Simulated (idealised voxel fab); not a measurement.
The name of this process module is voxel wiring stack.
Displayed cross-section: cut, width of 220 nm, square cells sized 5 nm.
The cross-sections in this document take the form of a grid made of square cells. They are written out as bands, in order from top to bottom. Each band consists of one or more rows of cells. The entry gives the band's vertical extent as a top height and a bottom height in nm, then its horizontal make-up as materials from left to right, each with a width in nm. "empty" stands for empty space; a single material marked "edge to edge" fills the band edge to edge. For the purposes of this specification, 0 denotes the height below which the wafer in its as-received condition is composed wholly of one material, and the lowermost band, lacking a lower limit, extends downward without end, as expressed in "from 0 down". It should be noted that a width expressed as "30 to 40" varies in equal increments from row to row of cells within the band, taking the value of the first number at the top row and that of the second number at the bottom row. A step reported as "nothing changed" is a step in which no cell of the cross-section changed. Under "Sealed void list" you'll find the enclosed gaps, the ones with no way out to the top, that are 8 cells or bigger; each reads width x height at distance, with distance counted from the left edge, everything in nm. Post-settings text on a step line: simulator's own remark regarding the step. "overlay nm", when on a step's line for a step with a mask, measures how far to the right of its planned place the mask lay; a negative measure means to the left.

## Process steps foreseen in the plan
1) RECEIVE,material Si
2) CONFORMAL_DEP,material SiO2,thk nm 10
3) CONFORMAL_DEP,material SiN,thk nm 5
4) DIRECTIONAL_DEP,material lowk,thk nm 15
5) MASKED_ETCH,tone open,mask id METAL_1,width nm 20,pitch nm 50,etch materials lowk,depth nm 15,overlay nm 0
6) MASKED_ETCH,tone open,mask id METAL_1,width nm 20,pitch nm 50,etch materials SiN,depth nm 5,overlay nm 0
7) CONFORMAL_DEP,material TiN,thk nm 5
8) FILL_DEP,material Cu,thk nm 5
9) CMP,height nm 30
10) CONFORMAL_DEP,material SiCN,thk nm 5
11) DIRECTIONAL_DEP,material SiO2,thk nm 10
12) MASKED_ETCH,tone open,mask id PLUG_1,width nm 15,pitch nm 50,etch materials SiO2,depth nm 10,overlay nm 0
13) MASKED_ETCH,tone open,mask id PLUG_1,width nm 15,pitch nm 50,etch materials SiCN,depth nm 5,overlay nm 0
14) EPI,material Ru,thk nm 10
15) EPI,material Ru,thk nm 5
16) DIRECTIONAL_DEP,material TiN,thk nm 5
17) DIRECTIONAL_DEP,material Ru,thk nm 20
18) DIRECTIONAL_DEP,material aC,thk nm 15
19) PATTERN,tone cover,mask id METAL_2,material resist,width nm 20,pitch nm 50,thk nm 30,overlay nm 0
20) DIRECTIONAL_ETCH,etch materials aC,depth nm 15
21) STRIP,etch materials resist
22) DIRECTIONAL_ETCH,etch materials Ru,depth nm 10
23) DIRECTIONAL_ETCH,etch materials TiN,depth nm 5
24) STRIP,etch materials aC
25) CONFORMAL_DEP,material SiN,thk nm 5
26) FILL_DEP,material lowk,thk nm 10
27) CMP,height nm 70
28) CONFORMAL_DEP,material SiCN,thk nm 5
29) DIRECTIONAL_DEP,material SiO2,thk nm 10
30) PATTERN,tone open,mask id PLUG_2,material resist,width nm 15,pitch nm 50,thk nm 15,overlay nm 0
31) DIRECTIONAL_ETCH,etch materials SiO2,depth nm 10
32) DIRECTIONAL_ETCH,etch materials SiCN,depth nm 5
33) STRIP,etch materials resist
34) EPI,material Ru,thk nm 10
35) EPI,material Ru,thk nm 5
36) CONFORMAL_DEP,material SiN,thk nm 5
37) DIRECTIONAL_DEP,material SiO2,thk nm 25
38) PATTERN,tone open,mask id METAL_3,material resist,width nm 20,pitch nm 50,thk nm 15,overlay nm 0
39) DIRECTIONAL_ETCH,etch materials SiO2,depth nm 25
40) DIRECTIONAL_ETCH,etch materials SiN,depth nm 5
41) STRIP,etch materials resist
42) CONFORMAL_DEP,material TiN,thk nm 5
43) FILL_DEP,material Ru,thk nm 5
44) CMP,height nm 115
45) CONFORMAL_DEP,material SiCN,thk nm 5
varied across the wafers: depth nm of step 22. The plan shows the first wafer's value. All wafers start alike

## The first of several wafers in cross-section, exactly as it reached us after step 1
    from 0 down  Si edge to edge
    Sealed void list: none

## What follows is a table in which each wafer occupies a row; for the wafer as it stands at the close of the module, the row states, material by material, how many cells have been gained (+) or lost (-) since receipt, and then gives its closed voids
depth nm 10, +12 Cu, +160 Ru, +120 SiCN, +112 SiN, +420 SiO2, +92 TiN, +140 lowk, Sealed void list: none
depth nm 15, +12 Cu, +124 Ru, +120 SiCN, +116 SiN, +420 SiO2, +92 TiN, +172 lowk, Sealed void list: none
depth nm 20, +12 Cu, +88 Ru, +120 SiCN, +124 SiN, +420 SiO2, +56 TiN, +236 lowk, Sealed void list: none
depth nm 25, +12 Cu, +88 Ru, +120 SiCN, +124 SiN, +420 SiO2, +56 TiN, +236 lowk, Sealed void list: none
depth nm 30, +12 Cu, +88 Ru, +120 SiCN, +124 SiN, +420 SiO2, +56 TiN, +236 lowk, Sealed void list: none
depth nm 35, +12 Cu, +88 Ru, +120 SiCN, +124 SiN, +420 SiO2, +56 TiN, +236 lowk, Sealed void list: none
